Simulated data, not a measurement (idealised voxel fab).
process module | voxel tone inversion
Shown is cross-section cut, with a width of 275 nm and square cells of size 5 nm.
Cross-section, as written here: a square-cell grid given band by band from the top down, where a band holds one or more rows of cells.
A band entry consists of two parts. The first gives the height of the band's top and the height of its bottom, in nm. The rest lists the band's materials from left to right, each with its width in nm. A single material labelled with the word "throughout" fills the band from edge to edge, and the word "air" marks empty space.
Below 0: as-received wafer, all one material; heights counted from there. Lowest band: no bottom, goes on down, written "0 down".
The two numbers in a width such as "30..40" mark its ends across the band: the first belongs to the top row of cells, the second to the bottom row, and from each row to the next the width moves by the same amount.
It should be understood that the words "nothing altered", when stated for a given step, signify that the cross-section underwent no change in any of its cells during that step.
Voids, enclosed: empty space of 8 cells or more with no open way to the top, each as width x height at its distance from the left edge, in nm
On a step's line, text after the settings is the simulator commenting on that step.
overlay nm: on a step with a mask, how far right of its planned place the mask lay; negative means left.
Read each pair as before and after one process step. The after cross-section shows only down to the lowest band that changed. The step between them and its settings are given below the pair. Pairs can come from different runs of this module on the same starting wafer. A pair continues from the pair above only where its "before" entry says so.
BEFORE
0 down = Si throughout
Voids, enclosed: none
STRUCTURE AFTER STEP
10 to 0 = SiN throughout
For the remainder of the cross-section, below 0, there is no change.
Voids, enclosed: none
The step that takes the structure from the upper cross-section to the lower one is CONFORMAL_DEP: material SiN, thk nm 10
before: it's just the after picture from the pair right above this one.
STRUCTURE AFTER STEP
30 to 10 = polySi throughout
For the remainder of the cross-section, below 10, there is no change.
Voids, enclosed: none
The step that takes the structure from the upper cross-section to the lower one is DIRECTIONAL_DEP: material polySi, thk nm 20
before: it's just the after picture from the pair right above this one.
STRUCTURE AFTER STEP
60 to 30 = 65 air  25 resist  15 air  25 resist  15 air  25 resist  15 air  25 resist  65 air
For the remainder of the cross-section, below 30, there is no change.
Voids, enclosed: none
The step that takes the structure from the upper cross-section to the lower one is PATTERN: tone cover, mask id POSTS, material resist, width nm 25, pitch nm 40, thk nm 30, overlay nm 0
before: it's just the after picture from the pair right above this one.
STRUCTURE AFTER STEP
60 to 30 = 65 air  25 resist  15 air  25 resist  15 air  25 resist  15 air  25 resist  65 air
30 to 10 = 65 air  25 polySi  15 air  25 polySi  15 air  25 polySi  15 air  25 polySi  65 air
For the remainder of the cross-section, below 10, there is no change.
Voids, enclosed: none
The step that takes the structure from the upper cross-section to the lower one is DIRECTIONAL_ETCH: etch materials polySi, depth nm 20
before: it's just the after picture from the pair right above this one.
STRUCTURE AFTER STEP
30 to 10 = 65 air  25 polySi  15 air  25 polySi  15 air  25 polySi  15 air  25 polySi  65 air
For the remainder of the cross-section, below 10, there is no change.
Voids, enclosed: none
The step that takes the structure from the upper cross-section to the lower one is STRIP: etch materials resist
before: it's just the after picture from the pair right above this one.
STRUCTURE AFTER STEP
35 to 30 = lowk throughout
30 to 10 = 65 lowk  25 polySi  15 lowk  25 polySi  15 lowk  25 polySi  15 lowk  25 polySi  65 lowk
For the remainder of the cross-section, below 10, there is no change.
Voids, enclosed: none
The step that takes the structure from the upper cross-section to the lower one is FILL_DEP: material lowk, thk nm 5
before: it's just the after picture from the pair right above this one.
STRUCTURE AFTER STEP
30 to 10 = 65 lowk  25 polySi  15 lowk  25 polySi  15 lowk  25 polySi  15 lowk  25 polySi  65 lowk
For the remainder of the cross-section, below 10, there is no change.
Voids, enclosed: none
The step that takes the structure from the upper cross-section to the lower one is CMP: height nm 30
before: it's just the after picture from the pair right above this one.
STRUCTURE AFTER STEP
30 to 10 = 65 lowk  25 air  15 lowk  25 air  15 lowk  25 air  15 lowk  25 air  65 lowk
For the remainder of the cross-section, below 10, there is no change.
Voids, enclosed: none
The step that takes the structure from the upper cross-section to the lower one is STRIP: etch materials polySi
before: it's just the after picture from the pair right above this one.
STRUCTURE AFTER STEP
35 to 30 = 70 TiN  15 air  25 TiN  15 air  25 TiN  15 air  25 TiN  15 air  70 TiN
30 to 15 = 65 lowk  5 TiN  15 air  5 TiN  15 lowk  5 TiN  15 air  5 TiN  15 lowk  5 TiN  15 air  5 TiN  15 lowk  5 TiN  15 air  5 TiN  65 lowk
15 to 10 = 65 lowk  25 TiN  15 lowk  25 TiN  15 lowk  25 TiN  15 lowk  25 TiN  65 lowk
For the remainder of the cross-section, below 10, there is no change.
Voids, enclosed: none
The step that takes the structure from the upper cross-section to the lower one is CONFORMAL_DEP: material TiN, thk nm 5
before: it's just the after picture from the pair right above this one.
STRUCTURE AFTER STEP
45 to 35 = Ru throughout
35 to 30 = 70 TiN  15 Ru  25 TiN  15 Ru  25 TiN  15 Ru  25 TiN  15 Ru  70 TiN
30 to 15 = 65 lowk  5 TiN  15 Ru  5 TiN  15 lowk  5 TiN  15 Ru  5 TiN  15 lowk  5 TiN  15 Ru  5 TiN  15 lowk  5 TiN  15 Ru  5 TiN  65 lowk
For the remainder of the cross-section, below 15, there is no change.
Voids, enclosed: none
The step that takes the structure from the upper cross-section to the lower one is FILL_DEP: material Ru, thk nm 10
before: it's just the after picture from the pair right above this one.
STRUCTURE AFTER STEP
30 to 15 = 65 lowk  5 TiN  15 Ru  5 TiN  15 lowk  5 TiN  15 Ru  5 TiN  15 lowk  5 TiN  15 Ru  5 TiN  15 lowk  5 TiN  15 Ru  5 TiN  65 lowk
For the remainder of the cross-section, below 15, there is no change.
Voids, enclosed: none
The step that takes the structure from the upper cross-section to the lower one is CMP: height nm 30
before: it's just the after picture from the pair right above this one.
STRUCTURE AFTER STEP
35 to 30 = SiN throughout
For the remainder of the cross-section, below 30, there is no change.
Voids, enclosed: none
The step that takes the structure from the upper cross-section to the lower one is CONFORMAL_DEP: material SiN, thk nm 5
BEFORE
45 to 35 = Ru throughout
35 to 30 = 70 TiN  15 Ru  25 TiN  15 Ru  25 TiN  15 Ru  25 TiN  15 Ru  70 TiN
30 to 15 = 65 lowk  5 TiN  15 Ru  5 TiN  15 lowk  5 TiN  15 Ru  5 TiN  15 lowk  5 TiN  15 Ru  5 TiN  15 lowk  5 TiN  15 Ru  5 TiN  65 lowk
15 to 10 = 65 lowk  25 TiN  15 lowk  25 TiN  15 lowk  25 TiN  15 lowk  25 TiN  65 lowk
10 to 0 = SiN throughout
0 down = Si throughout
Voids, enclosed: none
STRUCTURE AFTER STEP
50 to 45 = SiN throughout
For the remainder of the cross-section, below 45, there is no change.
Voids, enclosed: none
The step that takes the structure from the upper cross-section to the lower one is CONFORMAL_DEP: material SiN, thk nm 5
BEFORE
45 to 35 = Ru throughout
35 to 30 = 70 TiN  15 Ru  25 TiN  15 Ru  25 TiN  15 Ru  25 TiN  15 Ru  70 TiN
30 to 15 = 65 lowk  5 TiN  15 Ru  5 TiN  15 lowk  5 TiN  15 Ru  5 TiN  15 lowk  5 TiN  15 Ru  5 TiN  15 lowk  5 TiN  15 Ru  5 TiN  65 lowk
15 to 10 = 65 lowk  25 TiN  15 lowk  25 TiN  15 lowk  25 TiN  15 lowk  25 TiN  65 lowk
10 to 0 = SiN throughout
0 down = Si throughout
Voids, enclosed: none
STRUCTURE AFTER STEP
55 to 35 = Ru throughout
For the remainder of the cross-section, below 35, there is no change.
Voids, enclosed: none
The step that takes the structure from the upper cross-section to the lower one is FILL_DEP: material Ru, thk nm 10
before: it's just the after picture from the pair right above this one.
STRUCTURE AFTER STEP
30 to 15 = 65 lowk  5 TiN  15 Ru  5 TiN  15 lowk  5 TiN  15 Ru  5 TiN  15 lowk  5 TiN  15 Ru  5 TiN  15 lowk  5 TiN  15 Ru  5 TiN  65 lowk
For the remainder of the cross-section, below 15, there is no change.
Voids, enclosed: none
The step that takes the structure from the upper cross-section to the lower one is CMP: height nm 30
BEFORE
0 down = Si throughout
Voids, enclosed: none
STRUCTURE AFTER STEP
20 to 0 = polySi throughout
For the remainder of the cross-section, below 0, there is no change.
Voids, enclosed: none
The step that takes the structure from the upper cross-section to the lower one is DIRECTIONAL_DEP: material polySi, thk nm 20
before: it's just the after picture from the pair right above this one.
STRUCTURE AFTER STEP
30 to 20 = SiN throughout
For the remainder of the cross-section, below 20, there is no change.
Voids, enclosed: none
The step that takes the structure from the upper cross-section to the lower one is CONFORMAL_DEP: material SiN, thk nm 10
before: it's just the after picture from the pair right above this one.
STRUCTURE AFTER STEP
60 to 30 = 65 air  25 resist  15 air  25 resist  15 air  25 resist  15 air  25 resist  65 air
For the remainder of the cross-section, below 30, there is no change.
Voids, enclosed: none
The step that takes the structure from the upper cross-section to the lower one is PATTERN: tone cover, mask id POSTS, material resist, width nm 25, pitch nm 40, thk nm 30, overlay nm 0
before: it's just the after picture from the pair right above this one.
STRUCTURE AFTER STEP
30 to 20 = SiN throughout
For the remainder of the cross-section, below 20, there is no change.
Voids, enclosed: none
The step that takes the structure from the upper cross-section to the lower one is STRIP: etch materials resist
before: it's just the after picture from the pair right above this one.
STRUCTURE AFTER STEP
35 to 30 = lowk throughout
For the remainder of the cross-section, below 30, there is no change.
Voids, enclosed: none
The step that takes the structure from the upper cross-section to the lower one is FILL_DEP: material lowk, thk nm 5
before: it's just the after picture from the pair right above this one.
STRUCTURE AFTER STEP
30 to 20 = SiN throughout
For the remainder of the cross-section, below 20, there is no change.
Voids, enclosed: none
The step that takes the structure from the upper cross-section to the lower one is CMP: height nm 30
before: it's just the after picture from the pair right above this one.
STRUCTURE AFTER STEP
35 to 30 = TiN throughout
For the remainder of the cross-section, below 30, there is no change.
Voids, enclosed: none
The step that takes the structure from the upper cross-section to the lower one is CONFORMAL_DEP: material TiN, thk nm 5
before: it's just the after picture from the pair right above this one.
STRUCTURE AFTER STEP
45 to 35 = Ru throughout
For the remainder of the cross-section, below 35, there is no change.
Voids, enclosed: none
The step that takes the structure from the upper cross-section to the lower one is FILL_DEP: material Ru, thk nm 10
before: it's just the after picture from the pair right above this one.
STRUCTURE AFTER STEP
30 to 20 = SiN throughout
For the remainder of the cross-section, below 20, there is no change.
Voids, enclosed: none
The step that takes the structure from the upper cross-section to the lower one is CMP: height nm 30
before: it's just the after picture from the pair right above this one.
STRUCTURE AFTER STEP
35 to 20 = SiN throughout
For the remainder of the cross-section, below 20, there is no change.
Voids, enclosed: none
The step that takes the structure from the upper cross-section to the lower one is CONFORMAL_DEP: material SiN, thk nm 5
BEFORE
45 to 35 = Ru throughout
35 to 30 = 70 TiN  15 Ru  25 TiN  15 Ru  25 TiN  15 Ru  25 TiN  15 Ru  70 TiN
30 to 15 = 65 lowk  5 TiN  15 Ru  5 TiN  15 lowk  5 TiN  15 Ru  5 TiN  15 lowk  5 TiN  15 Ru  5 TiN  15 lowk  5 TiN  15 Ru  5 TiN  65 lowk
15 to 10 = 65 lowk  25 TiN  15 lowk  25 TiN  15 lowk  25 TiN  15 lowk  25 TiN  65 lowk
10 to 0 = SiN throughout
0 down = Si throughout
Voids, enclosed: none
STRUCTURE AFTER STEP
25 to 15 = 65 lowk  5 TiN  15 Ru  5 TiN  15 lowk  5 TiN  15 Ru  5 TiN  15 lowk  5 TiN  15 Ru  5 TiN  15 lowk  5 TiN  15 Ru  5 TiN  65 lowk
For the remainder of the cross-section, below 15, there is no change.
Voids, enclosed: none
The step that takes the structure from the upper cross-section to the lower one is CMP: height nm 25
before: it's just the after picture from the pair right above this one.
STRUCTURE AFTER STEP
30 to 25 = SiN throughout
For the remainder of the cross-section, below 25, there is no change.
Voids, enclosed: none
The step that takes the structure from the upper cross-section to the lower one is CONFORMAL_DEP: material SiN, thk nm 5
BEFORE
30 to 10 = polySi throughout
10 to 0 = SiN throughout
0 down = Si throughout
Voids, enclosed: none
STRUCTURE AFTER STEP
60 to 30 = 70 air  20 resist  20 air  20 resist  20 air  20 resist  20 air  20 resist  65 air
For the remainder of the cross-section, below 30, there is no change.
Voids, enclosed: none
The step that takes the structure from the upper cross-section to the lower one is PATTERN: tone cover, mask id POSTS, material resist, width nm 20, pitch nm 40, thk nm 30, overlay nm 0
before: it's just the after picture from the pair right above this one.
STRUCTURE AFTER STEP
60 to 30 = 70 air  20 resist  20 air  20 resist  20 air  20 resist  20 air  20 resist  65 air
30 to 10 = 70 air  20 polySi  20 air  20 polySi  20 air  20 polySi  20 air  20 polySi  65 air
For the remainder of the cross-section, below 10, there is no change.
Voids, enclosed: none
The step that takes the structure from the upper cross-section to the lower one is DIRECTIONAL_ETCH: etch materials polySi, depth nm 20
before: it's just the after picture from the pair right above this one.
STRUCTURE AFTER STEP
30 to 10 = 70 air  20 polySi  20 air  20 polySi  20 air  20 polySi  20 air  20 polySi  65 air
For the remainder of the cross-section, below 10, there is no change.
Voids, enclosed: none
The step that takes the structure from the upper cross-section to the lower one is STRIP: etch materials resist
before: it's just the after picture from the pair right above this one.
STRUCTURE AFTER STEP
35 to 30 = lowk throughout
30 to 10 = 70 lowk  20 polySi  20 lowk  20 polySi  20 lowk  20 polySi  20 lowk  20 polySi  65 lowk
For the remainder of the cross-section, below 10, there is no change.
Voids, enclosed: none
The step that takes the structure from the upper cross-section to the lower one is FILL_DEP: material lowk, thk nm 5
before: it's just the after picture from the pair right above this one.
STRUCTURE AFTER STEP
30 to 10 = 70 lowk  20 polySi  20 lowk  20 polySi  20 lowk  20 polySi  20 lowk  20 polySi  65 lowk
For the remainder of the cross-section, below 10, there is no change.
Voids, enclosed: none
The step that takes the structure from the upper cross-section to the lower one is CMP: height nm 30
before: it's just the after picture from the pair right above this one.
STRUCTURE AFTER STEP
30 to 10 = 70 lowk  20 air  20 lowk  20 air  20 lowk  20 air  20 lowk  20 air  65 lowk
For the remainder of the cross-section, below 10, there is no change.
Voids, enclosed: none
The step that takes the structure from the upper cross-section to the lower one is STRIP: etch materials polySi
before: it's just the after picture from the pair right above this one.
STRUCTURE AFTER STEP
35 to 30 = 75 TiN  10 air  30 TiN  10 air  30 TiN  10 air  30 TiN  10 air  70 TiN
30 to 15 = 70 lowk  5 TiN  10 air  5 TiN  20 lowk  5 TiN  10 air  5 TiN  20 lowk  5 TiN  10 air  5 TiN  20 lowk  5 TiN  10 air  5 TiN  65 lowk
15 to 10 = 70 lowk  20 TiN  20 lowk  20 TiN  20 lowk  20 TiN  20 lowk  20 TiN  65 lowk
For the remainder of the cross-section, below 10, there is no change.
Voids, enclosed: none
The step that takes the structure from the upper cross-section to the lower one is CONFORMAL_DEP: material TiN, thk nm 5
before: it's just the after picture from the pair right above this one.
STRUCTURE AFTER STEP
45 to 35 = Ru throughout
35 to 30 = 75 TiN  10 Ru  30 TiN  10 Ru  30 TiN  10 Ru  30 TiN  10 Ru  70 TiN
30 to 15 = 70 lowk  5 TiN  10 Ru  5 TiN  20 lowk  5 TiN  10 Ru  5 TiN  20 lowk  5 TiN  10 Ru  5 TiN  20 lowk  5 TiN  10 Ru  5 TiN  65 lowk
For the remainder of the cross-section, below 15, there is no change.
Voids, enclosed: none
The step that takes the structure from the upper cross-section to the lower one is FILL_DEP: material Ru, thk nm 10
before: it's just the after picture from the pair right above this one.
STRUCTURE AFTER STEP
30 to 15 = 70 lowk  5 TiN  10 Ru  5 TiN  20 lowk  5 TiN  10 Ru  5 TiN  20 lowk  5 TiN  10 Ru  5 TiN  20 lowk  5 TiN  10 Ru  5 TiN  65 lowk
For the remainder of the cross-section, below 15, there is no change.
Voids, enclosed: none
The step that takes the structure from the upper cross-section to the lower one is CMP: height nm 30
before: it's just the after picture from the pair right above this one.
STRUCTURE AFTER STEP
35 to 30 = SiN throughout
For the remainder of the cross-section, below 30, there is no change.
Voids, enclosed: none
The step that takes the structure from the upper cross-section to the lower one is CONFORMAL_DEP: material SiN, thk nm 5
BEFORE
30 to 10 = polySi throughout
10 to 0 = SiN throughout
0 down = Si throughout
Voids, enclosed: none
STRUCTURE AFTER STEP
60 to 30 = 70 air  25 resist  15 air  25 resist  15 air  25 resist  15 air  25 resist  60 air
For the remainder of the cross-section, below 30, there is no change.
Voids, enclosed: none
The step that takes the structure from the upper cross-section to the lower one is PATTERN: tone cover, mask id POSTS, material resist, width nm 25, pitch nm 40, thk nm 30, overlay nm 5
before: it's just the after picture from the pair right above this one.
STRUCTURE AFTER STEP
60 to 30 = 70 air  25 resist  15 air  25 resist  15 air  25 resist  15 air  25 resist  60 air
30 to 10 = 70 air  25 polySi  15 air  25 polySi  15 air  25 polySi  15 air  25 polySi  60 air
For the remainder of the cross-section, below 10, there is no change.
Voids, enclosed: none
The step that takes the structure from the upper cross-section to the lower one is DIRECTIONAL_ETCH: etch materials polySi, depth nm 20
before: it's just the after picture from the pair right above this one.
STRUCTURE AFTER STEP
30 to 10 = 70 air  25 polySi  15 air  25 polySi  15 air  25 polySi  15 air  25 polySi  60 air
For the remainder of the cross-section, below 10, there is no change.
Voids, enclosed: none
The step that takes the structure from the upper cross-section to the lower one is STRIP: etch materials resist
before: it's just the after picture from the pair right above this one.
STRUCTURE AFTER STEP
35 to 30 = lowk throughout
30 to 10 = 70 lowk  25 polySi  15 lowk  25 polySi  15 lowk  25 polySi  15 lowk  25 polySi  60 lowk
For the remainder of the cross-section, below 10, there is no change.
Voids, enclosed: none
The step that takes the structure from the upper cross-section to the lower one is FILL_DEP: material lowk, thk nm 5
before: it's just the after picture from the pair right above this one.
STRUCTURE AFTER STEP
30 to 10 = 70 lowk  25 polySi  15 lowk  25 polySi  15 lowk  25 polySi  15 lowk  25 polySi  60 lowk
For the remainder of the cross-section, below 10, there is no change.
Voids, enclosed: none
The step that takes the structure from the upper cross-section to the lower one is CMP: height nm 30
before: it's just the after picture from the pair right above this one.
STRUCTURE AFTER STEP
30 to 10 = 70 lowk  25 air  15 lowk  25 air  15 lowk  25 air  15 lowk  25 air  60 lowk
For the remainder of the cross-section, below 10, there is no change.
Voids, enclosed: none
The step that takes the structure from the upper cross-section to the lower one is STRIP: etch materials polySi
before: it's just the after picture from the pair right above this one.
STRUCTURE AFTER STEP
35 to 30 = 75 TiN  15 air  25 TiN  15 air  25 TiN  15 air  25 TiN  15 air  65 TiN
30 to 15 = 70 lowk  5 TiN  15 air  5 TiN  15 lowk  5 TiN  15 air  5 TiN  15 lowk  5 TiN  15 air  5 TiN  15 lowk  5 TiN  15 air  5 TiN  60 lowk
15 to 10 = 70 lowk  25 TiN  15 lowk  25 TiN  15 lowk  25 TiN  15 lowk  25 TiN  60 lowk
For the remainder of the cross-section, below 10, there is no change.
Voids, enclosed: none
The step that takes the structure from the upper cross-section to the lower one is CONFORMAL_DEP: material TiN, thk nm 5
before: it's just the after picture from the pair right above this one.
STRUCTURE AFTER STEP
45 to 35 = Ru throughout
35 to 30 = 75 TiN  15 Ru  25 TiN  15 Ru  25 TiN  15 Ru  25 TiN  15 Ru  65 TiN
30 to 15 = 70 lowk  5 TiN  15 Ru  5 TiN  15 lowk  5 TiN  15 Ru  5 TiN  15 lowk  5 TiN  15 Ru  5 TiN  15 lowk  5 TiN  15 Ru  5 TiN  60 lowk
For the remainder of the cross-section, below 15, there is no change.
Voids, enclosed: none
The step that takes the structure from the upper cross-section to the lower one is FILL_DEP: material Ru, thk nm 10
before: it's just the after picture from the pair right above this one.
STRUCTURE AFTER STEP
30 to 15 = 70 lowk  5 TiN  15 Ru  5 TiN  15 lowk  5 TiN  15 Ru  5 TiN  15 lowk  5 TiN  15 Ru  5 TiN  15 lowk  5 TiN  15 Ru  5 TiN  60 lowk
For the remainder of the cross-section, below 15, there is no change.
Voids, enclosed: none
The step that takes the structure from the upper cross-section to the lower one is CMP: height nm 30
before: it's just the after picture from the pair right above this one.
STRUCTURE AFTER STEP
35 to 30 = SiN throughout
For the remainder of the cross-section, below 30, there is no change.
Voids, enclosed: none
The step that takes the structure from the upper cross-section to the lower one is CONFORMAL_DEP: material SiN, thk nm 5
BEFORE
30 to 10 = 65 air  25 polySi  15 air  25 polySi  15 air  25 polySi  15 air  25 polySi  65 air
10 to 0 = SiN throughout
0 down = Si throughout
Voids, enclosed: none
STRUCTURE AFTER STEP
35 to 30 = TiN throughout
30 to 10 = 65 TiN  25 polySi  15 TiN  25 polySi  15 TiN  25 polySi  15 TiN  25 polySi  65 TiN
For the remainder of the cross-section, below 10, there is no change.
Voids, enclosed: none
The step that takes the structure from the upper cross-section to the lower one is FILL_DEP: material TiN, thk nm 5
before: it's just the after picture from the pair right above this one.
STRUCTURE AFTER STEP
30 to 10 = 65 TiN  25 polySi  15 TiN  25 polySi  15 TiN  25 polySi  15 TiN  25 polySi  65 TiN
For the remainder of the cross-section, below 10, there is no change.
Voids, enclosed: none
The step that takes the structure from the upper cross-section to the lower one is CMP: height nm 30
before: it's just the after picture from the pair right above this one.
STRUCTURE AFTER STEP
30 to 10 = 65 TiN  25 air  15 TiN  25 air  15 TiN  25 air  15 TiN  25 air  65 TiN
For the remainder of the cross-section, below 10, there is no change.
Voids, enclosed: none
The step that takes the structure from the upper cross-section to the lower one is STRIP: etch materials polySi
before: it's just the after picture from the pair right above this one.
STRUCTURE AFTER STEP
35 to 15 = 70 TiN  15 air  25 TiN  15 air  25 TiN  15 air  25 TiN  15 air  70 TiN
15 to 10 = TiN throughout
For the remainder of the cross-section, below 10, there is no change.
Voids, enclosed: none
The step that takes the structure from the upper cross-section to the lower one is CONFORMAL_DEP: material TiN, thk nm 5
before: it's just the after picture from the pair right above this one.
STRUCTURE AFTER STEP
45 to 35 = Ru throughout
35 to 15 = 70 TiN  15 Ru  25 TiN  15 Ru  25 TiN  15 Ru  25 TiN  15 Ru  70 TiN
For the remainder of the cross-section, below 15, there is no change.
Voids, enclosed: none
The step that takes the structure from the upper cross-section to the lower one is FILL_DEP: material Ru, thk nm 10
before: it's just the after picture from the pair right above this one.
STRUCTURE AFTER STEP
30 to 15 = 70 TiN  15 Ru  25 TiN  15 Ru  25 TiN  15 Ru  25 TiN  15 Ru  70 TiN
For the remainder of the cross-section, below 15, there is no change.
Voids, enclosed: none
The step that takes the structure from the upper cross-section to the lower one is CMP: height nm 30
before: it's just the after picture from the pair right above this one.
STRUCTURE AFTER STEP
35 to 30 = SiN throughout
For the remainder of the cross-section, below 30, there is no change.
Voids, enclosed: none
The step that takes the structure from the upper cross-section to the lower one is CONFORMAL_DEP: material SiN, thk nm 5
BEFORE
30 to 10 = polySi throughout
10 to 0 = SiN throughout
0 down = Si throughout
Voids, enclosed: none
STRUCTURE AFTER STEP
60 to 30 = 65 resist  25 air  15 resist  25 air  15 resist  25 air  15 resist  25 air  65 resist
For the remainder of the cross-section, below 30, there is no change.
Voids, enclosed: none
The step that takes the structure from the upper cross-section to the lower one is PATTERN: tone open, mask id POSTS, material resist, width nm 25, pitch nm 40, thk nm 30, overlay nm 0
before: it's just the after picture from the pair right above this one.
STRUCTURE AFTER STEP
60 to 30 = 65 resist  25 air  15 resist  25 air  15 resist  25 air  15 resist  25 air  65 resist
30 to 10 = 65 polySi  25 air  15 polySi  25 air  15 polySi  25 air  15 polySi  25 air  65 polySi
For the remainder of the cross-section, below 10, there is no change.
Voids, enclosed: none
The step that takes the structure from the upper cross-section to the lower one is DIRECTIONAL_ETCH: etch materials polySi, depth nm 20
before: it's just the after picture from the pair right above this one.
STRUCTURE AFTER STEP
30 to 10 = 65 polySi  25 air  15 polySi  25 air  15 polySi  25 air  15 polySi  25 air  65 polySi
For the remainder of the cross-section, below 10, there is no change.
Voids, enclosed: none
The step that takes the structure from the upper cross-section to the lower one is STRIP: etch materials resist
before: it's just the after picture from the pair right above this one.
STRUCTURE AFTER STEP
35 to 30 = lowk throughout
30 to 10 = 65 polySi  25 lowk  15 polySi  25 lowk  15 polySi  25 lowk  15 polySi  25 lowk  65 polySi
For the remainder of the cross-section, below 10, there is no change.
Voids, enclosed: none
The step that takes the structure from the upper cross-section to the lower one is FILL_DEP: material lowk, thk nm 5
before: it's just the after picture from the pair right above this one.
STRUCTURE AFTER STEP
30 to 10 = 65 polySi  25 lowk  15 polySi  25 lowk  15 polySi  25 lowk  15 polySi  25 lowk  65 polySi
For the remainder of the cross-section, below 10, there is no change.
Voids, enclosed: none
The step that takes the structure from the upper cross-section to the lower one is CMP: height nm 30
before: it's just the after picture from the pair right above this one.
STRUCTURE AFTER STEP
30 to 10 = 65 air  25 lowk  15 air  25 lowk  15 air  25 lowk  15 air  25 lowk  65 air
For the remainder of the cross-section, below 10, there is no change.
Voids, enclosed: none
The step that takes the structure from the upper cross-section to the lower one is STRIP: etch materials polySi
before: it's just the after picture from the pair right above this one.
STRUCTURE AFTER STEP
35 to 30 = 60 air  35 TiN  5 air  35 TiN  5 air  35 TiN  5 air  35 TiN  60 air
30 to 15 = 60 air  5 TiN  25 lowk  5 TiN  5 air  5 TiN  25 lowk  5 TiN  5 air  5 TiN  25 lowk  5 TiN  5 air  5 TiN  25 lowk  5 TiN  60 air
15 to 10 = 65 TiN  25 lowk  15 TiN  25 lowk  15 TiN  25 lowk  15 TiN  25 lowk  65 TiN
For the remainder of the cross-section, below 10, there is no change.
Voids, enclosed: none
The step that takes the structure from the upper cross-section to the lower one is CONFORMAL_DEP: material TiN, thk nm 5
before: it's just the after picture from the pair right above this one.
STRUCTURE AFTER STEP
45 to 35 = Ru throughout
35 to 30 = 60 Ru  35 TiN  5 Ru  35 TiN  5 Ru  35 TiN  5 Ru  35 TiN  60 Ru
30 to 15 = 60 Ru  5 TiN  25 lowk  5 TiN  5 Ru  5 TiN  25 lowk  5 TiN  5 Ru  5 TiN  25 lowk  5 TiN  5 Ru  5 TiN  25 lowk  5 TiN  60 Ru
For the remainder of the cross-section, below 15, there is no change.
Voids, enclosed: none
The step that takes the structure from the upper cross-section to the lower one is FILL_DEP: material Ru, thk nm 10
before: it's just the after picture from the pair right above this one.
STRUCTURE AFTER STEP
30 to 15 = 60 Ru  5 TiN  25 lowk  5 TiN  5 Ru  5 TiN  25 lowk  5 TiN  5 Ru  5 TiN  25 lowk  5 TiN  5 Ru  5 TiN  25 lowk  5 TiN  60 Ru
For the remainder of the cross-section, below 15, there is no change.
Voids, enclosed: none
The step that takes the structure from the upper cross-section to the lower one is CMP: height nm 30
before: it's just the after picture from the pair right above this one.
STRUCTURE AFTER STEP
35 to 30 = SiN throughout
For the remainder of the cross-section, below 30, there is no change.
Voids, enclosed: none
The step that takes the structure from the upper cross-section to the lower one is CONFORMAL_DEP: material SiN, thk nm 5
